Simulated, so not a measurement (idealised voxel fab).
Presented below is a process module, voxel released beams.
For reference, the cross-section in this document is cut, with width 215 nm and square cells of 5 nm.
For the purposes of this document, a cross-section shall be understood as a grid of square cells, specified as bands listed in top-to-bottom order, each band consisting of one or more rows of cells. Top height, bottom height, nm. Materials left to right, width each, nm. Single material + "edge to edge" = fills band edge to edge. "air" = empty. Zero point of the height axis is 0; under it, received wafer = one material. Lowest band: continues down indefinitely, "0 nm and below". The notation "30 to 40" denotes a width that varies across the rows of cells in the band, beginning at the first number in the top row, finishing at the second number in the bottom row, and changing by an identical amount from each row to the next. It should be understood that the words "no alteration", when stated for a given step, signify that the cross-section underwent no change in any of its cells during that step. "Closed void table": empty spaces of 8 cells or more with no open way to the top, each given as width x height at distance, distance from the left edge, all in nm. On each step's line, the part that comes after the settings is the simulator's own comment on the step. The optional step-line setting "overlay nm" applies to steps with a mask and quantifies how far to the right of its planned location the mask lay, a negative value indicating leftward placement.
**So here's the lineup of process steps we planned**
step 1: op RECEIVE | material Si
step 2: op CONFORMAL_DEP | material SiN | thk nm 5
step 3: op DIRECTIONAL_DEP | material SiO2 | thk nm 15
step 4: op DIRECTIONAL_DEP | material aC | thk nm 15
step 5: op PATTERN | tone open | mask id ANCHOR | material resist | width nm 30 | thk nm 35 | overlay nm 0
step 6: op DIRECTIONAL_ETCH | etch materials aC | depth nm 15
step 7: op STRIP | etch materials resist
step 8: op DIRECTIONAL_ETCH | etch materials SiO2 | depth nm 15
step 9: op STRIP | etch materials aC
step 10: op CONFORMAL_DEP | material TiN | thk nm 10
step 11: op DIRECTIONAL_DEP | material aC | thk nm 10
step 12: op PATTERN | tone cover | mask id BEAM | material resist | width nm 105 | thk nm 30 | overlay nm 0
step 13: op DIRECTIONAL_ETCH | etch materials aC | depth nm 10
step 14: op STRIP | etch materials resist
step 15: op DIRECTIONAL_ETCH | etch materials TiN | depth nm 10
step 16: op STRIP | etch materials aC
step 17: op STRIP | etch materials SiO2
**Incoming wafer, cross-sectional view, post step 1**
- 0 nm and below: Si edge to edge
- Closed void table: none
**Final wafer profile in cross-section after the module, from the same start and plan as above, with one mistake made during processing**
- 30 nm to 20 nm: air 60 | TiN 5 | air 10 | TiN 90 | air 50
- 20 nm to 15 nm: air 55 | TiN 10 | air 10 | TiN 10 | air 130
- 15 nm to 5 nm: air 55 | TiN 30 | air 130
- 5 nm to 0 nm: SiN edge to edge
- 0 nm and below: Si edge to edge
- Closed void table: none
What broke from the plan during processing? step 12 ran differently from the plan; actual operation with settings: op PATTERN | tone cover | mask id BEAM | material resist | width nm 105 | thk nm 30 | overlay nm 10
